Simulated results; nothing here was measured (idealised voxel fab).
Process module in this document: voxel capacitor over wiring
Cross-sectional view cut (width: 280 nm; square cell size: 5 nm).
Cross-section, as written here: a square-cell grid given band by band from the top down, where a band holds one or more rows of cells.
The entry gives the band's vertical extent as a top height and a bottom height in nm, then its horizontal make-up as materials from left to right, each with a width in nm. "empty" stands for empty space; a single material marked "everywhere" fills the band edge to edge.
Heights are expressed relative to 0, this being the level below which the as-received wafer comprises one material exclusively. The lowest band is unbounded in the downward direction and is denoted as in "0..down".
A two-number width, for instance "30 to 40", indicates that the width is equal to the first number in the top row of the band and to the second number in the bottom row, and that it changes by a constant amount per row of cells.
"left unchanged" for a step: no cell of the cross-section changed in that step.
"Enclosed internal cavities" specifies each empty space that is not open to the top and that occupies no fewer than 8 cells, using the form width x height at distance, the distance measured from the left edge and all three quantities in nm.
Note: text after step settings on the step line = simulator remark on that step.
"overlay nm" on a masked step: distance the mask lay right of its planned place, negative for left.
# The following list gives the planned process steps
step 1: RECEIVE, material Si
step 2: CONFORMAL_DEP, material SiO2, thk nm 15
step 3: CONFORMAL_DEP, material SiN, thk nm 5
step 4: DIRECTIONAL_DEP, material lowk, thk nm 20
step 5: PATTERN, tone open, mask id METAL_1, material resist, width nm 30, pitch nm 80, thk nm 15, overlay nm 0
step 6: DIRECTIONAL_ETCH, etch materials lowk, depth nm 20
step 7: DIRECTIONAL_ETCH, etch materials SiN, depth nm 5
step 8: STRIP, etch materials resist
step 9: CONFORMAL_DEP, material TiN, thk nm 5
step 10: FILL_DEP, material W, thk nm 5
step 11: CMP, height nm 40
step 12: CONFORMAL_DEP, material SiCN, thk nm 5
step 13: DIRECTIONAL_DEP, material SiO2, thk nm 10
step 14: DIRECTIONAL_DEP, material aC, thk nm 10
step 15: PATTERN, tone open, mask id PLUG_1, material resist, width nm 15, thk nm 30, overlay nm 0
step 16: DIRECTIONAL_ETCH, etch materials aC, depth nm 10
step 17: STRIP, etch materials resist
step 18: DIRECTIONAL_ETCH, etch materials SiO2, depth nm 10
step 19: DIRECTIONAL_ETCH, etch materials SiCN, depth nm 5
step 20: STRIP, etch materials aC
step 21: CONFORMAL_DEP, material TiN, thk nm 5
step 22: FILL_DEP, material Ru, thk nm 5
step 23: CMP, height nm 55
step 24: DIRECTIONAL_DEP, material TiN, thk nm 10
step 25: DIRECTIONAL_DEP, material Al2O3, thk nm 5
step 26: DIRECTIONAL_DEP, material TiN, thk nm 5
step 27: MASKED_ETCH, tone cover, mask id UPPER_PLATE, width nm 45, etch materials TiN, depth nm 5, overlay nm 0
step 28: MASKED_ETCH, tone cover, mask id UPPER_PLATE, width nm 55, etch materials Al2O3, depth nm 5, overlay nm 0
step 29: PATTERN, tone cover, mask id LOWER_PLATE, material resist, width nm 65, thk nm 15, overlay nm 0
step 30: DIRECTIONAL_ETCH, etch materials TiN, depth nm 10
step 31: STRIP, etch materials resist
step 32: FILL_DEP, material SiO2, thk nm 15
step 33: CMP, height nm 85
step 34: PATTERN, tone open, mask id PLUG_2, material resist, width nm 15, thk nm 15, overlay nm 0
step 35: DIRECTIONAL_ETCH, etch materials SiO2, depth nm 10
step 36: STRIP, etch materials resist
step 37: CONFORMAL_DEP, material TiN, thk nm 5
step 38: FILL_DEP, material Cu, thk nm 5
step 39: CMP, height nm 85
step 40: CONFORMAL_DEP, material SiCN, thk nm 5
Across this set of wafers, the varied parameter is the width nm of step 27. Starting conditions are identical for every wafer, and the plan reports the value assigned to the first wafer.
# Cross-section of the first incoming wafer of several, state after step 1
  0..down | Si everywhere
  Enclosed internal cavities: none
# Post step 40, the closing step of the module: first of several wafers, cross-sectioned
  90..85 | SiCN everywhere
  85..80 | SiO2: 110, TiN: 5, Cu: 5, TiN: 5, SiO2: 155
  80..70 | SiO2: 110 to 105, TiN: 15 to 45, SiO2: 155 to 130
  70..65 | SiO2: 100, Al2O3: 55, SiO2: 125
  65..55 | SiO2: 95, TiN: 65, SiO2: 120
  55..45 | SiO2: 100, TiN: 5, Ru: 5, TiN: 5, SiO2: 165
  45..40 | SiCN: 100, TiN: 15, SiCN: 165
  40..20 | lowk: 85, TiN: 5, W: 20, TiN: 5, lowk: 50, TiN: 5, W: 20, TiN: 5, lowk: 85
  20..15 | SiN: 85, TiN: 30, SiN: 50, TiN: 30, SiN: 85
  15..0 | SiO2 everywhere
  0..down | Si everywhere
  Enclosed internal cavities: none
# Cross-sectional view of the final wafer of several at the module's end
  90..85 | SiCN everywhere
  85..80 | SiO2: 110, TiN: 5, Cu: 5, TiN: 5, SiO2: 155
  80..70 | SiO2: 110 to 95, TiN: 15 to 65, SiO2: 155 to 120
  70..65 | SiO2: 95, Al2O3: 70, SiO2: 115
  65..55 | SiO2: 95, TiN: 70, SiO2: 115
  55..45 | SiO2: 100, TiN: 5, Ru: 5, TiN: 5, SiO2: 165
  45..40 | SiCN: 100, TiN: 15, SiCN: 165
  40..20 | lowk: 85, TiN: 5, W: 20, TiN: 5, lowk: 50, TiN: 5, W: 20, TiN: 5, lowk: 85
  20..15 | SiN: 85, TiN: 30, SiN: 50, TiN: 30, SiN: 85
  15..0 | SiO2 everywhere
  0..down | Si everywhere
  Enclosed internal cavities: none
# Per wafer (row), end of module: delta in cells per material since receipt, (+) for gained, (-) for lost; closed voids after that
width nm 45; +11 Al2O3; +1 Cu; +2 Ru; +109 SiCN; +44 SiN; +558 SiO2; +75 TiN; +32 W; +176 lowk; Enclosed internal cavities: none
width nm 50; +11 Al2O3; +1 Cu; +2 Ru; +109 SiCN; +44 SiN; +557 SiO2; +76 TiN; +32 W; +176 lowk; Enclosed internal cavities: none
width nm 55; +11 Al2O3; +1 Cu; +2 Ru; +109 SiCN; +44 SiN; +556 SiO2; +77 TiN; +32 W; +176 lowk; Enclosed internal cavities: none
width nm 60; +12 Al2O3; +1 Cu; +2 Ru; +109 SiCN; +44 SiN; +554 SiO2; +78 TiN; +32 W; +176 lowk; Enclosed internal cavities: none
width nm 65; +13 Al2O3; +1 Cu; +2 Ru; +109 SiCN; +44 SiN; +552 SiO2; +79 TiN; +32 W; +176 lowk; Enclosed internal cavities: none
width nm 70; +14 Al2O3; +1 Cu; +2 Ru; +109 SiCN; +44 SiN; +549 SiO2; +81 TiN; +32 W; +176 lowk; Enclosed internal cavities: none
